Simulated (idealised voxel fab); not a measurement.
Process module in this document: voxel self aligned vias
In the cross-section labelled cut, the width is 285 nm and each square cell is 5 nm.
If you're reading a cross-section in this doc, picture square cells in a grid; it comes to you as bands, top ones listed first down to the bottom, and a band can be one or more rows of cells.
What a band's entry tells you: where the top is and where the bottom is, as heights in nm, and after that what lies inside, material by material from left to right, each with its width in nm. Empty space is written as the word "blank", and a single material marked with the word "edge to edge" occupies the band from edge to edge.
Counting heights begins at 0, where everything beneath is, in the wafer as received, one material. The lowest band has no bottom; it goes on downwards, as "0 nm and below" shows.
Top row gets the first number, bottom row gets the second, and each row in between changes by the same step: that is how a band width like "30->40" works.
Key: "nothing different" - step with no changed cell in the cross-section.
Closed-off voids of 8+ cells (no open route to the top) go in "Unvented internal voids", written width x height at distance from the left edge, in nm.
On each step's line, the part that comes after the settings is the simulator's own comment on the step.
overlay nm: on a step with a mask, how far right of its planned place the mask lay; negative means left.
## So here's the lineup of process steps we planned
| 1 | RECEIVE,material Si |
| 2 | CONFORMAL_DEP,material SiO2,thk nm 10 |
| 3 | CONFORMAL_DEP,material SiCN,thk nm 5 |
| 4 | DIRECTIONAL_DEP,material SiO2,thk nm 30 |
| 5 | DIRECTIONAL_DEP,material aC,thk nm 10 |
| 6 | PATTERN,tone open,mask id LINES,material resist,width nm 25,pitch nm 60,thk nm 25,overlay nm 0 |
| 7 | DIRECTIONAL_ETCH,etch materials aC,depth nm 10 |
| 8 | STRIP,etch materials resist |
| 9 | DIRECTIONAL_ETCH,etch materials SiO2,depth nm 30 |
| 10 | STRIP,etch materials aC |
| 11 | CONFORMAL_DEP,material TiN,thk nm 5 |
| 12 | FILL_DEP,material Ru,thk nm 10 |
| 13 | CMP,height nm 45 |
| 14 | SELECTIVE_ETCH,etch materials W Ru TiN,depth nm 10 |
| 15 | FILL_DEP,material SiN,thk nm 10 |
| 16 | CMP,height nm 45 |
| 17 | DIRECTIONAL_DEP,material SiO2,thk nm 20 |
| 18 | DIRECTIONAL_DEP,material aC,thk nm 10 |
| 19 | PATTERN,tone open,mask id VIAS,material resist,width nm 45,pitch nm 60,thk nm 30,overlay nm 0 |
| 20 | DIRECTIONAL_ETCH,etch materials aC,depth nm 10 |
| 21 | STRIP,etch materials resist |
| 22 | DIRECTIONAL_ETCH,etch materials SiO2,depth nm 20 |
| 23 | DIRECTIONAL_ETCH,etch materials SiN,depth nm 10 |
| 24 | STRIP,etch materials aC |
| 25 | CONFORMAL_DEP,material TiN,thk nm 5 |
| 26 | FILL_DEP,material Cu,thk nm 5 |
| 27 | CMP,height nm 65 |
| 28 | CONFORMAL_DEP,material SiN,thk nm 5 |
## Of two wafers, the first: run according to plan
## Incoming wafer, cross-sectional view, post step 1
> 0 nm and below | Si edge to edge
> Unvented internal voids: none
## You're looking at a cross-section of the wafer after step 2
> 10 nm to 0 nm | SiO2 edge to edge
> Beneath the level 0, the cross-section is identical to its previous state.
## You're looking at a cross-section of the wafer after step 3
> 15 nm to 10 nm | SiCN edge to edge
> Beneath the level 10, the cross-section is identical to its previous state.
## You're looking at a cross-section of the wafer after step 4
> 45 nm to 15 nm | SiO2 edge to edge
> Beneath the level 15, the cross-section is identical to its previous state.
## You're looking at a cross-section of the wafer after step 5
> 55 nm to 45 nm | aC edge to edge
> Beneath the level 45, the cross-section is identical to its previous state.
## You're looking at a cross-section of the wafer after step 6
> 80 nm to 55 nm | resist 70, then blank 25, then resist 35, then blank 25, then resist 35, then blank 25, then resist 70
> Beneath the level 55, the cross-section is identical to its previous state.
## You're looking at a cross-section of the wafer after step 7
> 70 nm to 55 nm | resist 70, then blank 25, then resist 35, then blank 25, then resist 35, then blank 25, then resist 70
> 55 nm to 45 nm | aC 70, then blank 25, then aC 35, then blank 25, then aC 35, then blank 25, then aC 70
> Beneath the level 45, the cross-section is identical to its previous state.
## You're looking at a cross-section of the wafer after step 8
> 55 nm to 45 nm | aC 70, then blank 25, then aC 35, then blank 25, then aC 35, then blank 25, then aC 70
> Beneath the level 45, the cross-section is identical to its previous state.
## You're looking at a cross-section of the wafer after step 9
> 55 nm to 45 nm | aC 70, then blank 25, then aC 35, then blank 25, then aC 35, then blank 25, then aC 70
> 45 nm to 15 nm | SiO2 70, then blank 25, then SiO2 35, then blank 25, then SiO2 35, then blank 25, then SiO2 70
> Beneath the level 15, the cross-section is identical to its previous state.
## You're looking at a cross-section of the wafer after step 10
> 45 nm to 15 nm | SiO2 70, then blank 25, then SiO2 35, then blank 25, then SiO2 35, then blank 25, then SiO2 70
> Beneath the level 15, the cross-section is identical to its previous state.
## You're looking at a cross-section of the wafer after step 11
> 50 nm to 45 nm | TiN 75, then blank 15, then TiN 45, then blank 15, then TiN 45, then blank 15, then TiN 75
> 45 nm to 20 nm | SiO2 70, then TiN 5, then blank 15, then TiN 5, then SiO2 35, then TiN 5, then blank 15, then TiN 5, then SiO2 35, then TiN 5, then blank 15, then TiN 5, then SiO2 70
> 20 nm to 15 nm | SiO2 70, then TiN 25, then SiO2 35, then TiN 25, then SiO2 35, then TiN 25, then SiO2 70
> Beneath the level 15, the cross-section is identical to its previous state.
## You're looking at a cross-section of the wafer after step 12
> 60 nm to 50 nm | Ru edge to edge
> 50 nm to 45 nm | TiN 75, then Ru 15, then TiN 45, then Ru 15, then TiN 45, then Ru 15, then TiN 75
> 45 nm to 20 nm | SiO2 70, then TiN 5, then Ru 15, then TiN 5, then SiO2 35, then TiN 5, then Ru 15, then TiN 5, then SiO2 35, then TiN 5, then Ru 15, then TiN 5, then SiO2 70
> Beneath the level 20, the cross-section is identical to its previous state.
## You're looking at a cross-section of the wafer after step 13
> 45 nm to 20 nm | SiO2 70, then TiN 5, then Ru 15, then TiN 5, then SiO2 35, then TiN 5, then Ru 15, then TiN 5, then SiO2 35, then TiN 5, then Ru 15, then TiN 5, then SiO2 70
> Beneath the level 20, the cross-section is identical to its previous state.
## You're looking at a cross-section of the wafer after step 14
> 45 nm to 35 nm | SiO2 70, then blank 25, then SiO2 35, then blank 25, then SiO2 35, then blank 25, then SiO2 70
> Beneath the level 35, the cross-section is identical to its previous state.
## You're looking at a cross-section of the wafer after step 15
> 55 nm to 45 nm | SiN edge to edge
> 45 nm to 35 nm | SiO2 70, then SiN 25, then SiO2 35, then SiN 25, then SiO2 35, then SiN 25, then SiO2 70
> Beneath the level 35, the cross-section is identical to its previous state.
## You're looking at a cross-section of the wafer after step 16
> 45 nm to 35 nm | SiO2 70, then SiN 25, then SiO2 35, then SiN 25, then SiO2 35, then SiN 25, then SiO2 70
> Beneath the level 35, the cross-section is identical to its previous state.
## You're looking at a cross-section of the wafer after step 17
> 65 nm to 45 nm | SiO2 edge to edge
> Beneath the level 45, the cross-section is identical to its previous state.
## You're looking at a cross-section of the wafer after step 18
> 75 nm to 65 nm | aC edge to edge
> Beneath the level 65, the cross-section is identical to its previous state.
## You're looking at a cross-section of the wafer after step 19
> 105 nm to 75 nm | resist 60, then blank 45, then resist 15, then blank 45, then resist 15, then blank 45, then resist 60
> Beneath the level 75, the cross-section is identical to its previous state.
## You're looking at a cross-section of the wafer after step 20
> 95 nm to 75 nm | resist 60, then blank 45, then resist 15, then blank 45, then resist 15, then blank 45, then resist 60
> 75 nm to 65 nm | aC 60, then blank 45, then aC 15, then blank 45, then aC 15, then blank 45, then aC 60
> Beneath the level 65, the cross-section is identical to its previous state.
## You're looking at a cross-section of the wafer after step 21
> 75 nm to 65 nm | aC 60, then blank 45, then aC 15, then blank 45, then aC 15, then blank 45, then aC 60
> Beneath the level 65, the cross-section is identical to its previous state.
## You're looking at a cross-section of the wafer after step 22
> 75 nm to 65 nm | aC 60, then blank 45, then aC 15, then blank 45, then aC 15, then blank 45, then aC 60
> 65 nm to 45 nm | SiO2 60, then blank 45, then SiO2 15, then blank 45, then SiO2 15, then blank 45, then SiO2 60
> Beneath the level 45, the cross-section is identical to its previous state.
## You're looking at a cross-section of the wafer after step 23
> 75 nm to 65 nm | aC 60, then blank 45, then aC 15, then blank 45, then aC 15, then blank 45, then aC 60
> 65 nm to 45 nm | SiO2 60, then blank 45, then SiO2 15, then blank 45, then SiO2 15, then blank 45, then SiO2 60
> 45 nm to 35 nm | SiO2 70, then blank 25, then SiO2 35, then blank 25, then SiO2 35, then blank 25, then SiO2 70
> Beneath the level 35, the cross-section is identical to its previous state.
## You're looking at a cross-section of the wafer after step 24
> 65 nm to 45 nm | SiO2 60, then blank 45, then SiO2 15, then blank 45, then SiO2 15, then blank 45, then SiO2 60
> Beneath the level 45, the cross-section is identical to its previous state.
## You're looking at a cross-section of the wafer after step 25
> 70 nm to 65 nm | TiN 65, then blank 35, then TiN 25, then blank 35, then TiN 25, then blank 35, then TiN 65
> 65 nm to 50 nm | SiO2 60, then TiN 5, then blank 35, then TiN 5, then SiO2 15, then TiN 5, then blank 35, then TiN 5, then SiO2 15, then TiN 5, then blank 35, then TiN 5, then SiO2 60
> 50 nm to 40 nm | SiO2 60->70, then TiN 15->5, then blank 15, then TiN 15->5, then SiO2 15->35, then TiN 15->5, then blank 15, then TiN 15->5, then SiO2 15->35, then TiN 15->5, then blank 15, then TiN 15->5, then SiO2 60->70
> 40 nm to 35 nm | SiO2 70, then TiN 25, then SiO2 35, then TiN 25, then SiO2 35, then TiN 25, then SiO2 70
> Beneath the level 35, the cross-section is identical to its previous state.
## You're looking at a cross-section of the wafer after step 26
> 75 nm to 70 nm | Cu edge to edge
> 70 nm to 65 nm | TiN 65, then Cu 35, then TiN 25, then Cu 35, then TiN 25, then Cu 35, then TiN 65
> 65 nm to 50 nm | SiO2 60, then TiN 5, then Cu 35, then TiN 5, then SiO2 15, then TiN 5, then Cu 35, then TiN 5, then SiO2 15, then TiN 5, then Cu 35, then TiN 5, then SiO2 60
> 50 nm to 40 nm | SiO2 60->70, then TiN 15->5, then Cu 15, then TiN 15->5, then SiO2 15->35, then TiN 15->5, then Cu 15, then TiN 15->5, then SiO2 15->35, then TiN 15->5, then Cu 15, then TiN 15->5, then SiO2 60->70
> Beneath the level 40, the cross-section is identical to its previous state.
## You're looking at a cross-section of the wafer after step 27
> 65 nm to 50 nm | SiO2 60, then TiN 5, then Cu 35, then TiN 5, then SiO2 15, then TiN 5, then Cu 35, then TiN 5, then SiO2 15, then TiN 5, then Cu 35, then TiN 5, then SiO2 60
> Beneath the level 50, the cross-section is identical to its previous state.
## You're looking at a cross-section of the wafer after step 28
> 70 nm to 65 nm | SiN edge to edge
> Beneath the level 65, the cross-section is identical to its previous state.
## Companion wafer, the second of two: same beginning, same intended sequence, one mistake in carrying it out; through step 18 inclusive it tracks the first exactly
## Here is the second wafer in cross-section at the point where step 19 of the plan should have been done
> 105 nm to 75 nm | blank 60, then resist 45, then blank 15, then resist 45, then blank 15, then resist 45, then blank 60
> Beneath the level 75, the cross-section is identical to its previous state.
## Here is the second wafer in cross-section at the point where step 20 of the plan should have been done
> 95 nm to 75 nm | blank 60, then resist 45, then blank 15, then resist 45, then blank 15, then resist 45, then blank 60
> 75 nm to 65 nm | blank 60, then aC 45, then blank 15, then aC 45, then blank 15, then aC 45, then blank 60
> Beneath the level 65, the cross-section is identical to its previous state.
## Here is the second wafer in cross-section at the point where step 21 of the plan should have been done
> 75 nm to 65 nm | blank 60, then aC 45, then blank 15, then aC 45, then blank 15, then aC 45, then blank 60
> Beneath the level 65, the cross-section is identical to its previous state.
## Here is the second wafer in cross-section at the point where step 22 of the plan should have been done
> 75 nm to 65 nm | blank 60, then aC 45, then blank 15, then aC 45, then blank 15, then aC 45, then blank 60
> 65 nm to 45 nm | blank 60, then SiO2 45, then blank 15, then SiO2 45, then blank 15, then SiO2 45, then blank 60
> Beneath the level 45, the cross-section is identical to its previous state.
Here is the second wafer in cross-section at the point where step 23 of the plan should have been done: nothing different
## Here is the second wafer in cross-section at the point where step 24 of the plan should have been done
> 65 nm to 45 nm | blank 60, then SiO2 45, then blank 15, then SiO2 45, then blank 15, then SiO2 45, then blank 60
> Beneath the level 45, the cross-section is identical to its previous state.
## Here is the second wafer in cross-section at the point where step 25 of the plan should have been done
> 70 nm to 65 nm | blank 55, then TiN 55, then blank 5, then TiN 55, then blank 5, then TiN 55, then blank 55
> 65 nm to 50 nm | blank 55, then TiN 5, then SiO2 45, then TiN 5, then blank 5, then TiN 5, then SiO2 45, then TiN 5, then blank 5, then TiN 5, then SiO2 45, then TiN 5, then blank 55
> 50 nm to 45 nm | TiN 60, then SiO2 45, then TiN 15, then SiO2 45, then TiN 15, then SiO2 45, then TiN 60
> Beneath the level 45, the cross-section is identical to its previous state.
## Here is the second wafer in cross-section at the point where step 26 of the plan should have been done
> 75 nm to 70 nm | Cu edge to edge
> 70 nm to 65 nm | Cu 55, then TiN 55, then Cu 5, then TiN 55, then Cu 5, then TiN 55, then Cu 55
> 65 nm to 50 nm | Cu 55, then TiN 5, then SiO2 45, then TiN 5, then Cu 5, then TiN 5, then SiO2 45, then TiN 5, then Cu 5, then TiN 5, then SiO2 45, then TiN 5, then Cu 55
> Beneath the level 50, the cross-section is identical to its previous state.
## Here is the second wafer in cross-section at the point where step 27 of the plan should have been done
> 65 nm to 50 nm | Cu 55, then TiN 5, then SiO2 45, then TiN 5, then Cu 5, then TiN 5, then SiO2 45, then TiN 5, then Cu 5, then TiN 5, then SiO2 45, then TiN 5, then Cu 55
> Beneath the level 50, the cross-section is identical to its previous state.
## Here is the second wafer in cross-section at the point where step 28 of the plan should have been done
> 70 nm to 65 nm | SiN edge to edge
> Beneath the level 65, the cross-section is identical to its previous state.
Want to know what went wrong? step 19 went in with a setting other than planned; the actual run was PATTERN,tone cover,mask id VIAS,material resist,width nm 45,pitch nm 60,thk nm 30,overlay nm 0
Once processing is complete, comparing cell counts shows that the second wafer has more or fewer of certain materials than the first: Cu: 9 fewer | SiN: 30 more | SiO2: 12 fewer | TiN: 9 fewer
